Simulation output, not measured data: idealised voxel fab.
Process module name: voxel wiring stack
We display cut, a cross-section 190 nm in width whose square cells are each 5 nm.
For the purposes of this document, a cross-section shall be understood as a grid of square cells, specified as bands listed in top-to-bottom order, each band consisting of one or more rows of cells.
In this notation a band is specified by the heights of its top and bottom, in that order and in nm, after which its materials appear from left to right, each paired with its width in nm. The word "edge to edge" attached to a single material means that material fills the band from edge to edge; the word "blank" stands for empty space.
For the purposes of this specification, 0 denotes the height below which the wafer in its as-received condition is composed wholly of one material, and the lowermost band, lacking a lower limit, extends downward without end, as expressed in "0 nm and below".
Width: "30..40" (first number = top row, second number = bottom row, same change from row to row of cells).
When a step is marked "no change", none of the cells in the cross-section changed during that step.
Entry "Closed empty spaces". Content: empty spaces with no open connection to the top, size 8 cells or greater. Each: width x height at distance. Distance: from left edge. Unit: nm.
after a step's settings: what the simulator itself notes on the step
"overlay nm", when on a step's line for a step with a mask, measures how far to the right of its planned place the mask lay; a negative measure means to the left.

### Intended process steps
1 RECEIVE (material Si)
2 CONFORMAL_DEP (material SiO2; thk nm 10)
3 DIRECTIONAL_DEP (material TiN; thk nm 5)
4 DIRECTIONAL_DEP (material Ru; thk nm 20)
5 MASKED_ETCH (tone cover; mask id METAL_1; width nm 25; pitch nm 40; etch materials Ru; depth nm 20; overlay nm 0)
6 MASKED_ETCH (tone cover; mask id METAL_1; width nm 25; pitch nm 40; etch materials TiN; depth nm 5; overlay nm 0)
7 FILL_DEP (material SiO2; thk nm 10)
8 CMP (height nm 35)
9 CONFORMAL_DEP (material SiCN; thk nm 5)
10 DIRECTIONAL_DEP (material lowk; thk nm 30)
11 PATTERN (tone open; mask id METAL_2_HOLES; material resist; width nm 15; thk nm 20; overlay nm 0)
12 DIRECTIONAL_ETCH (etch materials lowk; depth nm 30)
13 STRIP (etch materials resist)
14 DIRECTIONAL_DEP (material aC; thk nm 10)
15 PATTERN (tone open; mask id METAL_2; material resist; width nm 25; pitch nm 40; thk nm 30; overlay nm 0)
16 DIRECTIONAL_ETCH (etch materials aC; depth nm 10)
17 STRIP (etch materials resist)
18 DIRECTIONAL_ETCH (etch materials lowk; depth nm 20)
19 DIRECTIONAL_ETCH (etch materials SiCN; depth nm 5)
20 STRIP (etch materials aC)
21 CONFORMAL_DEP (material TiN; thk nm 5)
22 FILL_DEP (material Cu; thk nm 10)
23 CMP (height nm 70)
24 CONFORMAL_DEP (material SiCN; thk nm 5)
25 DIRECTIONAL_DEP (material SiO2; thk nm 35)
26 MASKED_ETCH (tone open; mask id METAL_3; width nm 25; pitch nm 40; etch materials SiO2; depth nm 20; overlay nm 0)
27 DIRECTIONAL_DEP (material aC; thk nm 10)
28 PATTERN (tone open; mask id METAL_3_HOLES; material resist; width nm 15; pitch nm 40; thk nm 25; overlay nm 0)
29 DIRECTIONAL_ETCH (etch materials aC; depth nm 10)
30 STRIP (etch materials resist)
31 DIRECTIONAL_ETCH (etch materials SiO2; depth nm 15)
32 DIRECTIONAL_ETCH (etch materials SiCN; depth nm 5)
33 STRIP (etch materials aC)
34 CONFORMAL_DEP (material TiN; thk nm 5)
35 FILL_DEP (material Ru; thk nm 10)
36 CMP (height nm 110)
37 CONFORMAL_DEP (material SiCN; thk nm 5)
38 DIRECTIONAL_DEP (material SiO2; thk nm 25)
39 PATTERN (tone open; mask id METAL_4; material resist; width nm 25; pitch nm 40; thk nm 15; overlay nm 0)
40 DIRECTIONAL_ETCH (etch materials SiO2; depth nm 15)
41 STRIP (etch materials resist)
42 MASKED_ETCH (tone open; mask id METAL_4_HOLES; width nm 15; etch materials SiO2; depth nm 10; overlay nm 0)
43 MASKED_ETCH (tone open; mask id METAL_4_HOLES; width nm 15; etch materials SiCN; depth nm 5; overlay nm 0)
44 CONFORMAL_DEP (material TiN; thk nm 5)
45 FILL_DEP (material Cu; thk nm 5)
46 CMP (height nm 140)
47 CONFORMAL_DEP (material SiCN; thk nm 5)

### Shown in cross-section is the wafer as received, that is, as it stands after step 1
    0 nm and below: Si edge to edge
    Closed empty spaces: none

### End-of-module XS, first of two wafers, run as planned
    145 nm to 140 nm: SiCN edge to edge
    140 nm to 130 nm: 60 SiO2 | 5 TiN | 15 Cu | 5 TiN | 15 SiO2 | 5 TiN | 15 Cu | 5 TiN | 65 SiO2
    130 nm to 125 nm: 60 SiO2 | 5 TiN | 5 Cu | 15 TiN | 15 SiO2 | 25 TiN | 65 SiO2
    125 nm to 115 nm: 60 SiO2 | 5 TiN | 5 Cu | 5 TiN | 115 SiO2
    115 nm to 110 nm: 60 SiCN | 15 TiN | 115 SiCN
    110 nm to 95 nm: 60 SiO2 | 5 TiN | 15 Ru | 5 TiN | 15 SiO2 | 5 TiN | 15 Ru | 5 TiN | 65 SiO2
    95 nm to 90 nm: 60 SiO2 | 5 TiN | 5 Ru | 15 TiN | 15 SiO2 | 5 TiN | 5 Ru | 15 TiN | 65 SiO2
    90 nm to 75 nm: 60 SiO2 | 5 TiN | 5 Ru | 5 TiN | 25 SiO2 | 5 TiN | 5 Ru | 5 TiN | 75 SiO2
    75 nm to 70 nm: 60 SiCN | 15 TiN | 25 SiCN | 15 TiN | 75 SiCN
    70 nm to 55 nm: 60 lowk | 5 TiN | 15 Cu | 5 TiN | 15 lowk | 5 TiN | 15 Cu | 5 TiN | 65 lowk
    55 nm to 50 nm: 60 lowk | 5 TiN | 5 Cu | 15 TiN | 15 lowk | 25 TiN | 65 lowk
    50 nm to 40 nm: 60 lowk | 5 TiN | 5 Cu | 5 TiN | 115 lowk
    40 nm to 35 nm: 60 SiCN | 15 TiN | 115 SiCN
    35 nm to 15 nm: 60 SiO2 | 25 Ru | 15 SiO2 | 25 Ru | 65 SiO2
    15 nm to 10 nm: 60 SiO2 | 25 TiN | 15 SiO2 | 25 TiN | 65 SiO2
    10 nm to 0 nm: SiO2 edge to edge
    0 nm and below: Si edge to edge
    Closed empty spaces: none

### Second of two wafers, module complete, sectioned: it shares the first wafer's start and plan but was run with one mistake
    145 nm to 140 nm: SiCN edge to edge
    140 nm to 130 nm: 60 SiO2 | 5 TiN | 15 Cu | 5 TiN | 15 SiO2 | 5 TiN | 15 Cu | 5 TiN | 65 SiO2
    130 nm to 125 nm: 60 SiO2 | 5 TiN | 5 Cu | 15 TiN | 15 SiO2 | 25 TiN | 65 SiO2
    125 nm to 115 nm: 60 SiO2 | 5 TiN | 5 Cu | 5 TiN | 115 SiO2
    115 nm to 110 nm: 60 SiCN | 15 TiN | 115 SiCN
    110 nm to 95 nm: 60 SiO2 | 5 TiN | 15 Ru | 5 TiN | 15 SiO2 | 5 TiN | 15 Ru | 5 TiN | 65 SiO2
    95 nm to 90 nm: 60 SiO2 | 5 TiN | 5 Ru | 15 TiN | 15 SiO2 | 5 TiN | 5 Ru | 15 TiN | 65 SiO2
    90 nm to 75 nm: 60 SiO2 | 5 TiN | 5 Ru | 5 TiN | 25 SiO2 | 5 TiN | 5 Ru | 5 TiN | 75 SiO2
    75 nm to 70 nm: 60 SiCN | 15 TiN | 25 SiCN | 15 TiN | 75 SiCN
    70 nm to 55 nm: 60 lowk | 5 TiN | 15 Cu | 5 TiN | 15 lowk | 5 TiN | 15 Cu | 5 TiN | 65 lowk
    55 nm to 50 nm: 60 lowk | 5 TiN | 5 Cu | 15 TiN | 15 lowk | 25 TiN | 65 lowk
    50 nm to 40 nm: 60 lowk | 5 TiN | 5 Cu | 5 TiN | 115 lowk
    40 nm to 35 nm: 60 SiCN | 15 TiN | 115 SiCN
    35 nm to 25 nm: SiO2 edge to edge
    25 nm to 5 nm: 60 SiO2 | 25 Ru | 15 SiO2 | 25 Ru | 65 SiO2
    5 nm to 0 nm: 60 SiO2 | 25 TiN | 15 SiO2 | 25 TiN | 65 SiO2
    0 nm and below: Si edge to edge
    Closed empty spaces: none
Processing error: skipped: plan step 2 (never run)
Same inventory, different map: at the end, the second wafer holds as many cells of each material as the first, placed elsewhere.
